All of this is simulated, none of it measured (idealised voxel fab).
Proc. module: voxel capacitor over wiring
Cross-sectional view cut (width: 225 nm; square cell size: 5 nm).
We lay out every cross-section as a grid of square cells and spell it out in bands from the top down, where one band means one or more rows of cells. What a band's entry tells you: where the top is and where the bottom is, as heights in nm, and after that what lies inside, material by material from left to right, each with its width in nm. Empty space is written as the word "empty", and a single material marked with the word "edge to edge" occupies the band from edge to edge. It should be noted that heights are counted from 0, beneath which the wafer as supplied is of one material throughout, and that the lowest band possesses no lower boundary but continues downward, as written in "from 0 down". Top row gets the first number, bottom row gets the second, and each row in between changes by the same step: that is how a band width like "30 to 40" works. Take "remains unaltered" at face value: in the step it is given for, the cross-section changed in none of its cells. Entry "Closed void roster" = empty spaces >= 8 cells with no open way to the top; each as width x height at distance, distance from left edge, all nm. after a step's settings: what the simulator itself notes on the step. overlay nm: mask right of planned place by this much (step with mask). Neg. = left.
Intended process steps
| 1 | RECEIVE | material Si |
| 2 | CONFORMAL_DEP | material SiO2 | thk nm 10 |
| 3 | DIRECTIONAL_DEP | material TiN | thk nm 5 |
| 4 | DIRECTIONAL_DEP | material Ru | thk nm 15 |
| 5 | DIRECTIONAL_DEP | material aC | thk nm 10 |
| 6 | PATTERN | tone cover | mask id METAL_1 | material resist | width nm 30 | pitch nm 80 | thk nm 25 | overlay nm 0 |
| 7 | DIRECTIONAL_ETCH | etch materials aC | depth nm 10 |
| 8 | STRIP | etch materials resist |
| 9 | DIRECTIONAL_ETCH | etch materials Ru | depth nm 15 |
| 10 | DIRECTIONAL_ETCH | etch materials TiN | depth nm 5 |
| 11 | STRIP | etch materials aC |
| 12 | CONFORMAL_DEP | material SiCN | thk nm 5 |
| 13 | FILL_DEP | material lowk | thk nm 10 |
| 14 | CMP | height nm 30 |
| 15 | CONFORMAL_DEP | material SiCN | thk nm 5 |
| 16 | DIRECTIONAL_DEP | material SiO2 | thk nm 20 |
| 17 | MASKED_ETCH | tone open | mask id PLUG_1 | width nm 15 | etch materials SiO2 | depth nm 20 | overlay nm 0 |
| 18 | MASKED_ETCH | tone open | mask id PLUG_1 | width nm 15 | etch materials SiCN | depth nm 5 | overlay nm 0 |
| 19 | EPI | material Ru | thk nm 10 |
| 20 | EPI | material Ru | thk nm 10 |
| 21 | EPI | material Ru | thk nm 5 |
| 22 | DIRECTIONAL_DEP | material TiN | thk nm 10 |
| 23 | DIRECTIONAL_DEP | material Al2O3 | thk nm 5 |
| 24 | DIRECTIONAL_DEP | material TiN | thk nm 5 |
| 25 | DIRECTIONAL_DEP | material aC | thk nm 10 |
| 26 | PATTERN | tone cover | mask id UPPER_PLATE | material resist | width nm 55 | thk nm 30 | overlay nm 0 |
| 27 | DIRECTIONAL_ETCH | etch materials aC | depth nm 10 |
| 28 | STRIP | etch materials resist |
| 29 | DIRECTIONAL_ETCH | etch materials TiN | depth nm 5 |
| 30 | DIRECTIONAL_ETCH | etch materials Al2O3 | depth nm 5 |
| 31 | STRIP | etch materials aC |
| 32 | PATTERN | tone cover | mask id LOWER_PLATE | material resist | width nm 65 | thk nm 15 | overlay nm 0 |
| 33 | DIRECTIONAL_ETCH | etch materials TiN | depth nm 10 |
| 34 | STRIP | etch materials resist |
| 35 | FILL_DEP | material SiO2 | thk nm 20 |
| 36 | CMP | height nm 90 |
| 37 | PATTERN | tone open | mask id PLUG_2 | material resist | width nm 15 | thk nm 20 | overlay nm 0 |
| 38 | DIRECTIONAL_ETCH | etch materials SiO2 | depth nm 15 |
| 39 | STRIP | etch materials resist |
| 40 | CONFORMAL_DEP | material TiN | thk nm 5 |
| 41 | FILL_DEP | material Cu | thk nm 10 |
| 42 | CMP | height nm 90 |
| 43 | CONFORMAL_DEP | material SiCN | thk nm 5 |
Same starting wafers, different width nm at step 17. Plan value belongs to the first wafer.
Cut through the first of several wafers as received, post step 1
	from 0 down | Si edge to edge
	Closed void roster: none
Here is the cross-section of the first of several wafers at the end of the module, after its last step, step 43
	from 95 to 90 | SiCN edge to edge
	from 90 to 80 | 80 of SiO2, 5 of TiN, 5 of Cu, 5 of TiN, 130 of SiO2
	from 80 to 70 | 80 to 70 of SiO2, 15 to 55 of TiN, 130 to 100 of SiO2
	from 70 to 65 | 70 of SiO2, 55 of Al2O3, 100 of SiO2
	from 65 to 55 | 65 of SiO2, 65 of TiN, 95 of SiO2
	from 55 to 35 | 70 of SiO2, 15 of Ru, 140 of SiO2
	from 35 to 30 | 70 of SiCN, 15 of Ru, 140 of SiCN
	from 30 to 15 | 50 of lowk, 5 of SiCN, 30 of Ru, 5 of SiCN, 40 of lowk, 5 of SiCN, 30 of Ru, 5 of SiCN, 55 of lowk
	from 15 to 10 | 55 of SiCN, 30 of TiN, 50 of SiCN, 30 of TiN, 60 of SiCN
	from 10 to 0 | SiO2 edge to edge
	from 0 down | Si edge to edge
	Closed void roster: none
Final wafer of several, shown in cross-section at the end of the module
	from 95 to 90 | SiCN edge to edge
	from 90 to 80 | 80 of SiO2, 5 of TiN, 5 of Cu, 5 of TiN, 130 of SiO2
	from 80 to 70 | 80 to 70 of SiO2, 15 to 55 of TiN, 130 to 100 of SiO2
	from 70 to 65 | 70 of SiO2, 55 of Al2O3, 100 of SiO2
	from 65 to 55 | 65 of SiO2, 65 of TiN, 95 of SiO2
	from 55 to 35 | 65 of SiO2, 30 of Ru, 130 of SiO2
	from 35 to 30 | 70 of SiCN, 15 of Ru, 140 of SiCN
	from 30 to 15 | 50 of lowk, 5 of SiCN, 30 of Ru, 5 of SiCN, 40 of lowk, 5 of SiCN, 30 of Ru, 5 of SiCN, 55 of lowk
	from 15 to 10 | 55 of SiCN, 30 of TiN, 50 of SiCN, 30 of TiN, 60 of SiCN
	from 10 to 0 | SiO2 edge to edge
	from 0 down | Si edge to edge
	Closed void roster: none
End of module, by wafer: material-by-material cell gain (+) or loss (-) since receipt, then closed voids
width nm 15; +11 Al2O3; +2 Cu; +51 Ru; +132 SiCN; +516 SiO2; +56 TiN; +87 lowk; Closed void roster: none
width nm 20; +11 Al2O3; +2 Cu; +55 Ru; +132 SiCN; +512 SiO2; +56 TiN; +87 lowk; Closed void roster: none
width nm 25; +11 Al2O3; +2 Cu; +59 Ru; +132 SiCN; +508 SiO2; +56 TiN; +87 lowk; Closed void roster: none
width nm 30; +11 Al2O3; +2 Cu; +63 Ru; +132 SiCN; +504 SiO2; +56 TiN; +87 lowk; Closed void roster: none
